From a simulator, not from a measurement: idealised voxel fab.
The following process module bears the name voxel tone inversion.
Square cell edge 5 nm, section width 230 nm, ID cut.
Bands, listed from the top down, are how a cross-section gets written in this document; the cross-section itself is a grid of square cells, and a band is one or more rows of them. Read a band's entry like this: the first values are the height of its top and the height of its bottom in nm, and what follows is the sequence of materials from left to right, each with its width in nm. Note that "empty" is empty space, and that a single material marked "edge to edge" reaches across the band from edge to edge. Ref level 0: as-received wafer is one material below here. Bottom band extends down with no lower bound ("from 0 down"). Per-row width for "30->40": begins at first number (top row of band), ends at second number (bottom row), increment between rows held constant. The cross-section has no changed cell in any step marked "remained unchanged". For the entry "Closed void list", the listed items are empty spaces with no open way to the top whose size is 8 cells or more; each item follows the pattern width x height at distance, where distance is from the left edge and all three are in nm. Read whatever lies past the settings on a step's line as the simulator's own remark about the step. overlay nm: on a step with a mask, how far right of its planned place the mask lay; negative means left.
Here's what the planned process steps look like:
1: RECEIVE [material Si]
2: CONFORMAL_DEP [material SiN] [thk nm 5]
3: DIRECTIONAL_DEP [material aC] [thk nm 15]
4: PATTERN [tone cover] [mask id POSTS] [material resist] [width nm 25] [pitch nm 40] [thk nm 20] [overlay nm 0]
5: DIRECTIONAL_ETCH [etch materials aC] [depth nm 15]
6: STRIP [etch materials resist]
7: FILL_DEP [material lowk] [thk nm 10]
8: CMP [height nm 20]
9: STRIP [etch materials aC]
10: CONFORMAL_DEP [material TiN] [thk nm 5]
11: FILL_DEP [material Ru] [thk nm 5]
12: CMP [height nm 20]
13: CONFORMAL_DEP [material SiN] [thk nm 5]
On the first of the two wafers: run conducted according to plan:
Cross-section: wafer on arrival = after step 1:
> from 0 down  Si edge to edge
> Closed void list: none
After step 2, in cross-section:
> from 5 to 0  SiN edge to edge
> Unchanged below 0.
After step 3, in cross-section:
> from 20 to 5  aC edge to edge
> Unchanged below 5.
After step 4, in cross-section:
> from 40 to 20  empty: 80  resist: 25  empty: 15  resist: 25  empty: 85
> Unchanged below 20.
After step 5, in cross-section:
> from 25 to 20  empty: 80  resist: 25  empty: 15  resist: 25  empty: 85
> from 20 to 5  empty: 80  aC: 25  empty: 15  aC: 25  empty: 85
> Unchanged below 5.
After step 6, in cross-section:
> from 20 to 5  empty: 80  aC: 25  empty: 15  aC: 25  empty: 85
> Unchanged below 5.
After step 7, in cross-section:
> from 30 to 20  lowk edge to edge
> from 20 to 5  lowk: 80  aC: 25  lowk: 15  aC: 25  lowk: 85
> Unchanged below 5.
After step 8, in cross-section:
> from 20 to 5  lowk: 80  aC: 25  lowk: 15  aC: 25  lowk: 85
> Unchanged below 5.
After step 9, in cross-section:
> from 20 to 5  lowk: 80  empty: 25  lowk: 15  empty: 25  lowk: 85
> Unchanged below 5.
After step 10, in cross-section:
> from 25 to 20  TiN: 85  empty: 15  TiN: 25  empty: 15  TiN: 90
> from 20 to 10  lowk: 80  TiN: 5  empty: 15  TiN: 5  lowk: 15  TiN: 5  empty: 15  TiN: 5  lowk: 85
> from 10 to 5  lowk: 80  TiN: 25  lowk: 15  TiN: 25  lowk: 85
> Unchanged below 5.
After step 11, in cross-section:
> from 30 to 25  Ru edge to edge
> from 25 to 20  TiN: 85  Ru: 15  TiN: 25  Ru: 15  TiN: 90
> from 20 to 10  lowk: 80  TiN: 5  Ru: 15  TiN: 5  lowk: 15  TiN: 5  Ru: 15  TiN: 5  lowk: 85
> Unchanged below 10.
After step 12, in cross-section:
> from 20 to 10  lowk: 80  TiN: 5  Ru: 15  TiN: 5  lowk: 15  TiN: 5  Ru: 15  TiN: 5  lowk: 85
> Unchanged below 10.
After step 13, in cross-section:
> from 25 to 20  SiN edge to edge
> Unchanged below 20.
Notes, second wafer: start = first wafer's, plan = first wafer's, execution had one mistake; history identical to first through step 2:
Planned end of step 3: second wafer, cross-section:
> from 20 to 5  TiN edge to edge
> Unchanged below 5.
Planned end of step 4: second wafer, cross-section:
> from 40 to 20  empty: 80  resist: 25  empty: 15  resist: 25  empty: 85
> Unchanged below 20.
Planned end of step 5: second wafer, cross-section:
> from 25 to 20  empty: 80  resist: 25  empty: 15  resist: 25  empty: 85
> Unchanged below 20.
Planned end of step 6: second wafer, cross-section:
> from 20 to 5  TiN edge to edge
> Unchanged below 5.
Planned end of step 7: second wafer, cross-section:
> from 30 to 20  lowk edge to edge
> Unchanged below 20.
Planned end of step 8: second wafer, cross-section:
> from 20 to 5  TiN edge to edge
> Unchanged below 5.
Planned end of step 9: second wafer, cross-section: remained unchanged
Planned end of step 10: second wafer, cross-section:
> from 25 to 5  TiN edge to edge
> Unchanged below 5.
Planned end of step 11: second wafer, cross-section:
> from 30 to 25  Ru edge to edge
> Unchanged below 25.
Planned end of step 12: second wafer, cross-section:
> from 20 to 5  TiN edge to edge
> Unchanged below 5.
Planned end of step 13: second wafer, cross-section:
> from 25 to 20  SiN edge to edge
> Unchanged below 20.
Processing error: for step 3, the planned setting was not used; the step was instead run as DIRECTIONAL_DEP [material TiN] [thk nm 15]
Count the cells at the end and the second wafer has more or fewer of some materials than the first: 12 fewer of Ru, 120 more of TiN, 108 fewer of lowk
